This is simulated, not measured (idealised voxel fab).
process module | voxel tone inversion
cross-section cut | 215 nm wide | cells 5 nm
A cross-section is a grid of square cells, given in bands from the top down. A band is one or more rows of cells.
Each band's line starts with the height of the band's top and of its bottom, in nm. Then come its materials from left to right, each with its width in nm. One material with "throughout" fills the band from edge to edge. "air" is empty space.
Height 0 is the level under which the wafer as received is all one material. The lowest band goes on downwards, as in "0 down".
A width such as "30 to 40" changes by the same amount from each row of cells to the next, from the band's top row to its bottom row.
"no change" after a step means that no cell of the cross-section changed.
closed voids: empty space of 8 cells or more with no open way to the top, each as width x height at its distance from the left edge, in nm
after a step's settings: what the simulator itself notes on the step
overlay nm, on a step with a mask: how far to the right of its planned place the mask lay; to the left if negative
plan
1 op RECEIVE | material Si
2 op CONFORMAL_DEP | material SiN | thk nm 5
3 op DIRECTIONAL_DEP | material polySi | thk nm 15
4 op PATTERN | tone cover | mask id POSTS | material resist | width nm 20 | pitch nm 40 | thk nm 20 | overlay nm 0
5 op DIRECTIONAL_ETCH | etch materials polySi | depth nm 15
6 op STRIP | etch materials resist
7 op FILL_DEP | material SiO2 | thk nm 5
8 op CMP | height nm 20
9 op STRIP | etch materials polySi
first wafer, as planned
as received, after step 1
  0 down: Si throughout
  closed voids: none
after step 2
  5 to 0: SiN throughout
  below 0: unchanged
after step 3
  20 to 5: polySi throughout
  below 5: unchanged
after step 4
  40 to 20: air 35 | resist 20 | air 20 | resist 20 | air 20 | resist 20 | air 20 | resist 20 | air 40
  below 20: unchanged
after step 5
  40 to 20: air 35 | resist 20 | air 20 | resist 20 | air 20 | resist 20 | air 20 | resist 20 | air 40
  20 to 5: air 35 | polySi 20 | air 20 | polySi 20 | air 20 | polySi 20 | air 20 | polySi 20 | air 40
  below 5: unchanged
after step 6
  20 to 5: air 35 | polySi 20 | air 20 | polySi 20 | air 20 | polySi 20 | air 20 | polySi 20 | air 40
  below 5: unchanged
after step 7
  25 to 20: SiO2 throughout
  20 to 5: SiO2 35 | polySi 20 | SiO2 20 | polySi 20 | SiO2 20 | polySi 20 | SiO2 20 | polySi 20 | SiO2 40
  below 5: unchanged
after step 8
  20 to 5: SiO2 35 | polySi 20 | SiO2 20 | polySi 20 | SiO2 20 | polySi 20 | SiO2 20 | polySi 20 | SiO2 40
  below 5: unchanged
after step 9
  20 to 5: SiO2 35 | air 20 | SiO2 20 | air 20 | SiO2 20 | air 20 | SiO2 20 | air 20 | SiO2 40
  below 5: unchanged
second wafer: like start, like plan, one mistake. Through step 1 it matches the first wafer
when step 2 should have ended
  15 to 0: polySi throughout
  below 0: unchanged
when step 3 should have ended
  20 to 15: SiN throughout
  below 15: unchanged
when step 4 should have ended
  40 to 20: air 35 | resist 20 | air 20 | resist 20 | air 20 | resist 20 | air 20 | resist 20 | air 40
  below 20: unchanged
when step 5 should have ended: no change
when step 6 should have ended
  20 to 15: SiN throughout
  below 15: unchanged
when step 7 should have ended
  25 to 20: SiO2 throughout
  below 20: unchanged
when step 8 should have ended
  20 to 15: SiN throughout
  below 15: unchanged
when step 9 should have ended: no change
what went wrong: steps 2 and 3 were swapped
at the end the second wafer has, in cells: 81 fewer of SiO2 | 129 more of polySi
